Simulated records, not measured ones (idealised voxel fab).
Process module name: voxel transistor to metal
The cross-section on display is named cut; it measures 160 nm wide, and its cells are 5 nm squares.
Cross-section = grid of square cells, listed top down in bands; band = one or more rows.
Read a band's entry like this: the first values are the height of its top and the height of its bottom in nm, and what follows is the sequence of materials from left to right, each with its width in nm. Note that "air" is empty space, and that a single material marked "throughout" reaches across the band from edge to edge.
Counting heights begins at 0, where everything beneath is, in the wafer as received, one material. The lowest band has no bottom; it goes on downwards, as "0..down" shows.
Per-row width for "30->40": begins at first number (top row of band), ends at second number (bottom row), increment between rows held constant.
Take "no change occurred" at face value: in the step it is given for, the cross-section changed in none of its cells.
Enclosed voids (no open way to top), threshold 8 cells or more, entry "Enclosed cavity list", notation width x height at distance, distance from left edge, nm.
On a step's line, text after the settings is the simulator commenting on that step.
The optional step-line setting "overlay nm" applies to steps with a mask and quantifies how far to the right of its planned location the mask lay, a negative value indicating leftward placement.

Here's what the planned process steps look like
1. op RECEIVE | material Si
2. op CONFORMAL_DEP | material SiO2 | thk nm 5
3. op CONFORMAL_DEP | material SiN | thk nm 10
4. op PATTERN | tone cover | mask id ACTIVE | material resist | width nm 125 | thk nm 20 | overlay nm 0
5. op DIRECTIONAL_ETCH | etch materials SiN | depth nm 10
6. op DIRECTIONAL_ETCH | etch materials SiO2 | depth nm 5
7. op DIRECTIONAL_ETCH | etch materials Si | depth nm 35
8. op STRIP | etch materials resist
9. op FILL_DEP | material SiO2 | thk nm 15
10. op CMP | height nm 15
11. op SELECTIVE_ETCH | etch materials SiO2 | depth nm 5
12. op STRIP | etch materials SiN
13. op SELECTIVE_ETCH | etch materials SiO2 | depth nm 5
14. op OXIDIZE | depth nm 5
15. op DIRECTIONAL_DEP | material polySi | thk nm 20
16. op DIRECTIONAL_DEP | material SiCN | thk nm 10
17. op PATTERN | tone cover | mask id GATE | material resist | width nm 35 | thk nm 15 | overlay nm 0
18. op DIRECTIONAL_ETCH | etch materials SiCN | depth nm 20
19. op DIRECTIONAL_ETCH | etch materials polySi | depth nm 30
20. op STRIP | etch materials resist
21. op CONFORMAL_DEP | material SiO2 | thk nm 5
22. op DIRECTIONAL_ETCH | etch materials SiO2 | depth nm 5
23. op CONFORMAL_DEP | material SiN | thk nm 5
24. op DIRECTIONAL_ETCH | etch materials SiN | depth nm 5
25. op DIRECTIONAL_ETCH | etch materials SiO2 | depth nm 5
26. op DIRECTIONAL_ETCH | etch materials Si | depth nm 5
27. op EPI | material SiGe | thk nm 5
28. op FILL_DEP | material SiO2 | thk nm 5
29. op CMP | height nm 20
30. op STRIP | etch materials polySi
31. op SELECTIVE_ETCH | etch materials SiO2 | depth nm 5
32. op CONFORMAL_DEP | material HfO2 | thk nm 5
33. op CONFORMAL_DEP | material TiN | thk nm 5
34. op FILL_DEP | material W | thk nm 5
35. op CMP | height nm 15
36. op DIRECTIONAL_DEP | material SiO2 | thk nm 15
37. op MASKED_ETCH | tone open | mask id CONTACT | width nm 20 | pitch nm 85 | etch materials SiO2 | depth nm 35 | overlay nm 0
38. op CONFORMAL_DEP | material TiN | thk nm 5
39. op FILL_DEP | material Ru | thk nm 5
40. op CMP | height nm 30
41. op CONFORMAL_DEP | material SiN | thk nm 5
42. op DIRECTIONAL_DEP | material lowk | thk nm 20
43. op PATTERN | tone open | mask id METAL_1 | material resist | width nm 20 | pitch nm 85 | thk nm 20 | overlay nm -10
44. op DIRECTIONAL_ETCH | etch materials lowk | depth nm 20
45. op DIRECTIONAL_ETCH | etch materials SiN | depth nm 5
46. op STRIP | etch materials resist
47. op CONFORMAL_DEP | material TiN | thk nm 5
48. op FILL_DEP | material Ru | thk nm 5
49. op CMP | height nm 55
50. op CONFORMAL_DEP | material SiCN | thk nm 5
51. op DIRECTIONAL_DEP | material SiO2 | thk nm 30
52. op PATTERN | tone open | mask id METAL_2_HOLES | material resist | width nm 15 | pitch nm 85 | thk nm 20 | overlay nm 0
53. op DIRECTIONAL_ETCH | etch materials SiO2 | depth nm 30
54. op STRIP | etch materials resist
55. op PATTERN | tone open | mask id METAL_2 | material resist | width nm 20 | pitch nm 85 | thk nm 15 | overlay nm 0
56. op DIRECTIONAL_ETCH | etch materials SiO2 | depth nm 15
57. op DIRECTIONAL_ETCH | etch materials SiCN | depth nm 5
58. op STRIP | etch materials resist
59. op CONFORMAL_DEP | material TiN | thk nm 5
60. op FILL_DEP | material Cu | thk nm 10
61. op CMP | height nm 90
62. op CONFORMAL_DEP | material SiN | thk nm 5
The wafers in this document start out alike and differ in the overlay nm applied at step 43; the plan shows the value used for the first wafer.

First of several wafers, received after step 1, in cross-section
    0..down: Si throughout
    Enclosed cavity list: none

Module finished, last step 62 done: cross-section of the first of several wafers
    95..90: SiN throughout
    90..80: 25 nm SiO2, 5 nm TiN, 10 nm Cu, 5 nm TiN, 65 nm SiO2, 5 nm TiN, 10 nm Cu, 5 nm TiN, 30 nm SiO2
    80..75: 25 nm SiO2, 5 nm TiN, 5 nm Cu, 10 nm TiN, 65 nm SiO2, 5 nm TiN, 5 nm Cu, 10 nm TiN, 30 nm SiO2
    75..60: 25 nm SiO2, 5 nm TiN, 5 nm Cu, 5 nm TiN, 70 nm SiO2, 5 nm TiN, 5 nm Cu, 5 nm TiN, 35 nm SiO2
    60..55: 25 nm SiCN, 15 nm TiN, 70 nm SiCN, 15 nm TiN, 35 nm SiCN
    55..35: 15 nm lowk, 5 nm TiN, 10 nm Ru, 5 nm TiN, 65 nm lowk, 5 nm TiN, 10 nm Ru, 5 nm TiN, 40 nm lowk
    35..30: 15 nm SiN, 20 nm TiN, 65 nm SiN, 20 nm TiN, 40 nm SiN
    30..15: 25 nm SiO2, 5 nm TiN, 10 nm Ru, 5 nm TiN, 65 nm SiO2, 5 nm TiN, 10 nm Ru, 5 nm TiN, 30 nm SiO2
    15..5: 25 nm SiO2, 5 nm TiN, 10 nm Ru, 5 nm TiN, 5 nm SiO2, 5 nm SiN, 5 nm HfO2, 5 nm TiN, 25 nm W, 5 nm TiN, 5 nm HfO2, 5 nm SiN, 5 nm SiO2, 5 nm TiN, 10 nm Ru, 5 nm TiN, 30 nm SiO2
    5..0: 15 nm SiO2, 5 nm SiN, 5 nm SiO2, 5 nm TiN, 10 nm Ru, 5 nm TiN, 5 nm SiO2, 5 nm SiN, 5 nm HfO2, 35 nm TiN, 5 nm HfO2, 5 nm SiN, 5 nm SiO2, 5 nm TiN, 10 nm Ru, 5 nm TiN, 5 nm SiO2, 5 nm SiN, 20 nm SiO2
    0..-5: 20 nm SiO2, 5 nm SiGe, 20 nm TiN, 5 nm SiGe, 5 nm SiO2, 45 nm HfO2, 5 nm SiO2, 5 nm SiGe, 20 nm TiN, 5 nm SiGe, 25 nm SiO2
    -5..-10: 15 nm SiO2, 5 nm Si, 30 nm SiGe, 55 nm Si, 30 nm SiGe, 5 nm Si, 20 nm SiO2
    -10..-35: 15 nm SiO2, 125 nm Si, 20 nm SiO2
    -35..down: Si throughout
    Enclosed cavity list: none

Cross-section at module completion, last wafer
    95..90: SiN throughout
    90..80: 25 nm SiO2, 5 nm TiN, 10 nm Cu, 5 nm TiN, 65 nm SiO2, 5 nm TiN, 10 nm Cu, 5 nm TiN, 30 nm SiO2
    80..75: 25 nm SiO2, 5 nm TiN, 5 nm Cu, 10 nm TiN, 65 nm SiO2, 5 nm TiN, 5 nm Cu, 10 nm TiN, 30 nm SiO2
    75..60: 25 nm SiO2, 5 nm TiN, 5 nm Cu, 5 nm TiN, 70 nm SiO2, 5 nm TiN, 5 nm Cu, 5 nm TiN, 35 nm SiO2
    60..55: 25 nm SiCN, 15 nm TiN, 70 nm SiCN, 15 nm TiN, 35 nm SiCN
    55..35: 40 nm lowk, 5 nm TiN, 10 nm Ru, 5 nm TiN, 65 nm lowk, 5 nm TiN, 10 nm Ru, 5 nm TiN, 15 nm lowk
    35..30: 40 nm SiN, 20 nm TiN, 65 nm SiN, 20 nm TiN, 15 nm SiN
    30..15: 25 nm SiO2, 5 nm TiN, 10 nm Ru, 5 nm TiN, 65 nm SiO2, 5 nm TiN, 10 nm Ru, 5 nm TiN, 30 nm SiO2
    15..5: 25 nm SiO2, 5 nm TiN, 10 nm Ru, 5 nm TiN, 5 nm SiO2, 5 nm SiN, 5 nm HfO2, 5 nm TiN, 25 nm W, 5 nm TiN, 5 nm HfO2, 5 nm SiN, 5 nm SiO2, 5 nm TiN, 10 nm Ru, 5 nm TiN, 30 nm SiO2
    5..0: 15 nm SiO2, 5 nm SiN, 5 nm SiO2, 5 nm TiN, 10 nm Ru, 5 nm TiN, 5 nm SiO2, 5 nm SiN, 5 nm HfO2, 35 nm TiN, 5 nm HfO2, 5 nm SiN, 5 nm SiO2, 5 nm TiN, 10 nm Ru, 5 nm TiN, 5 nm SiO2, 5 nm SiN, 20 nm SiO2
    0..-5: 20 nm SiO2, 5 nm SiGe, 20 nm TiN, 5 nm SiGe, 5 nm SiO2, 45 nm HfO2, 5 nm SiO2, 5 nm SiGe, 20 nm TiN, 5 nm SiGe, 25 nm SiO2
    -5..-10: 15 nm SiO2, 5 nm Si, 30 nm SiGe, 55 nm Si, 30 nm SiGe, 5 nm Si, 20 nm SiO2
    -10..-35: 15 nm SiO2, 125 nm Si, 20 nm SiO2
    -35..down: Si throughout
    Enclosed cavity list: none

For your reference, the table is organized with a row per wafer; each row reflects the wafer at the end of the module, indicating for each material the cells gained (+) or lost (-) since receipt, and thereafter its closed voids
overlay nm -10; +16 Cu; +15 HfO2; +40 Ru; -86 Si; +26 SiCN; +16 SiGe; +64 SiN; +312 SiO2; +99 TiN; +10 W; +96 lowk; Enclosed cavity list: none
overlay nm -5; +16 Cu; +15 HfO2; +40 Ru; -86 Si; +26 SiCN; +16 SiGe; +64 SiN; +312 SiO2; +99 TiN; +10 W; +96 lowk; Enclosed cavity list: none
overlay nm 0; +16 Cu; +15 HfO2; +40 Ru; -86 Si; +26 SiCN; +16 SiGe; +64 SiN; +312 SiO2; +99 TiN; +10 W; +96 lowk; Enclosed cavity list: none
overlay nm 5; +16 Cu; +15 HfO2; +40 Ru; -86 Si; +26 SiCN; +16 SiGe; +64 SiN; +312 SiO2; +99 TiN; +10 W; +96 lowk; Enclosed cavity list: none
overlay nm 10; +16 Cu; +15 HfO2; +40 Ru; -86 Si; +26 SiCN; +16 SiGe; +64 SiN; +312 SiO2; +99 TiN; +10 W; +96 lowk; Enclosed cavity list: none
overlay nm 15; +16 Cu; +15 HfO2; +40 Ru; -86 Si; +26 SiCN; +16 SiGe; +64 SiN; +312 SiO2; +99 TiN; +10 W; +96 lowk; Enclosed cavity list: none
